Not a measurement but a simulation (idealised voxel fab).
The name of this process module is voxel ribs on slabs.
FYI the section here is cut, 255 nm wide, cells are 5 nm squares.
A cross-section in this document is a grid of square cells, and it is written down as bands, the top band listed before the ones below it; a band is made up of one or more rows of cells.
For a band, the entry starts with two heights in nm, that of the top and then that of the bottom, and carries on with the band's materials in order from left to right, each alongside its width in nm; the word "full width" beside a single material means it fills the band edge to edge, and "blank" means empty space.
Heights are expressed relative to 0, this being the level below which the as-received wafer comprises one material exclusively. The lowest band is unbounded in the downward direction and is denoted as in "top 0, no bottom".
You'd read "30..40" like this: the band's top row of cells is as wide as the first number, its bottom row is as wide as the second, and going down, every row changes width by the same amount as the row before did.
Where a step carries "all unchanged", the cross-section came out of it unchanged, cell for cell.
For the entry "Closed empty spaces", the listed items are empty spaces with no open way to the top whose size is 8 cells or more; each item follows the pattern width x height at distance, where distance is from the left edge and all three are in nm.
Heads up: the bit after the settings on a step's line is the simulator's remark on that step.
overlay nm: where the mask lay relative to plan, measured to the right, on steps with a mask; negatives go left.
-- Process steps foreseen in the plan
1. RECEIVE [material Si]
2. DIRECTIONAL_DEP [material SiO2] [thk nm 25]
3. DIRECTIONAL_DEP [material polySi] [thk nm 25]
4. MASKED_ETCH [tone cover] [mask id RIB] [width nm 20] [etch materials polySi] [depth nm 5] [overlay nm -15]
5. DIRECTIONAL_DEP [material aC] [thk nm 15]
6. PATTERN [tone cover] [mask id SLAB] [material resist] [width nm 70] [thk nm 30] [overlay nm 0]
7. DIRECTIONAL_ETCH [etch materials aC] [depth nm 15]
8. STRIP [etch materials resist]
9. DIRECTIONAL_ETCH [etch materials polySi] [depth nm 20]
10. STRIP [etch materials aC]
11. FILL_DEP [material SiO2] [thk nm 15]
12. CMP [height nm 60]
13. DIRECTIONAL_DEP [material TiN] [thk nm 5]
14. MASKED_ETCH [tone cover] [mask id HEATER] [width nm 30] [etch materials TiN] [depth nm 5] [overlay nm 0]
15. CONFORMAL_DEP [material SiO2] [thk nm 10]
Heads up: all these wafers start the same, and what changes between them is the overlay nm in step 4. The value you see in the plan is just what the first wafer got.
-- Incoming state of the first of several wafers in cross-section: after step 1
    top 0, no bottom | Si full width
    Closed empty spaces: none
-- The first of several wafers, seen in cross-section after the module's last step, step 15
    top 75, bottom 70 | blank: 100 / SiO2: 50 / blank: 105
    top 70, bottom 65 | SiO2 full width
    top 65, bottom 60 | SiO2: 110 / TiN: 30 / SiO2: 115
    top 60, bottom 50 | SiO2 full width
    top 50, bottom 45 | SiO2: 100 / polySi: 20 / SiO2: 135
    top 45, bottom 25 | SiO2: 90 / polySi: 70 / SiO2: 95
    top 25, bottom 0 | SiO2 full width
    top 0, no bottom | Si full width
    Closed empty spaces: none
-- Last-wafer cross-section at the end of the module
    top 75, bottom 70 | blank: 100 / SiO2: 50 / blank: 105
    top 70, bottom 65 | SiO2 full width
    top 65, bottom 60 | SiO2: 110 / TiN: 30 / SiO2: 115
    top 60, bottom 50 | SiO2 full width
    top 50, bottom 45 | SiO2: 130 / polySi: 20 / SiO2: 105
    top 45, bottom 25 | SiO2: 90 / polySi: 70 / SiO2: 95
    top 25, bottom 0 | SiO2 full width
    top 0, no bottom | Si full width
    Closed empty spaces: none
-- each wafer at the end: cells of each material gained (+) or lost (-) since it was received, then its closed voids
overlay nm -15, +658 SiO2, +6 TiN, +60 polySi, Closed empty spaces: none
overlay nm -10, +658 SiO2, +6 TiN, +60 polySi, Closed empty spaces: none
overlay nm -5, +658 SiO2, +6 TiN, +60 polySi, Closed empty spaces: none
overlay nm 0, +658 SiO2, +6 TiN, +60 polySi, Closed empty spaces: none
overlay nm 5, +658 SiO2, +6 TiN, +60 polySi, Closed empty spaces: none
overlay nm 10, +658 SiO2, +6 TiN, +60 polySi, Closed empty spaces: none
overlay nm 15, +658 SiO2, +6 TiN, +60 polySi, Closed empty spaces: none
